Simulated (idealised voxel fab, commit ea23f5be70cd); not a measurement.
Presented below is a process module, voxel self aligned contacts.
The cross-section on display is named cut; it measures 215 nm wide, and its cells are 5 nm squares.
Each cross-section below is a grid of square cells, stated as bands in top-down order, with one or more rows of cells making up each band. Each band's line starts with the height of the band's top and of its bottom, in nm. Then come its materials from left to right, each with its width in nm. One material with "everywhere" fills the band from edge to edge. "empty" is empty space. Heads up on the height convention: 0 is the point under which the incoming wafer is all one material, and the lowest band has no bottom, it just keeps going down, like "0 and below". Read "30..40" as a graded width: first number on top, second number at the bottom, same change between each pair of neighbouring rows. Take "nothing changed" at face value: in the step it is given for, the cross-section changed in none of its cells. "Unvented voids" enumerates empty spaces isolated from the top, with no open way to it, that contain at least 8 cells, giving each as width x height at distance from the left edge, all three in nm. The remark found on a step's line after its settings is issued by the simulator itself and pertains to that step. "overlay nm" denotes, for a step that has a mask, the displacement of the mask to the right of its planned place, with negative values corresponding to the left.

# Listed below are the process steps as planned
1 RECEIVE | material Si
2 OXIDIZE | depth nm 5
3 DIRECTIONAL_DEP | material polySi | thk nm 25
4 DIRECTIONAL_DEP | material SiN | thk nm 15
5 PATTERN | tone cover | mask id GATE | material resist | width nm 35 | pitch nm 65 | thk nm 20 | overlay nm 0
6 DIRECTIONAL_ETCH | etch materials SiN | depth nm 15
7 DIRECTIONAL_ETCH | etch materials polySi | depth nm 25
8 STRIP | etch materials resist
9 CONFORMAL_DEP | material SiN | thk nm 5
10 DIRECTIONAL_ETCH | etch materials SiN | depth nm 5
11 FILL_DEP | material SiO2 | thk nm 15
12 CMP | height nm 45
13 MASKED_ETCH | tone open | mask id CONTACT | width nm 40 | etch materials SiO2 | depth nm 50 | overlay nm 0
14 CONFORMAL_DEP | material TiN | thk nm 5
15 FILL_DEP | material Ru | thk nm 10
16 CMP | height nm 45
17 CONFORMAL_DEP | material SiCN | thk nm 5

# Cross-section of the incoming wafer, state after step 1
* 0 and below = Si everywhere
* Unvented voids: none

# Same starting wafer, same plan as above, one mistake in the execution; this is the cross-section at the end of the module
* 50 down to 45 = SiCN everywhere
* 45 down to 40 = SiO2=85 / TiN=15 / Ru=10 / TiN=15 / SiO2=90
* 40 down to 25 = SiO2=50 / SiN=45 / TiN=5 / Ru=10 / TiN=5 / SiN=45 / SiO2=55
* 25 down to 20 = SiO2=95 / TiN=20 / SiO2=100
* 20 down to 0 = polySi everywhere
* 0 and below = Si everywhere
* Unvented voids: none
The plan and the run diverged here: so 2 and 3 got swapped relative to the plan, each ran where the other was supposed to
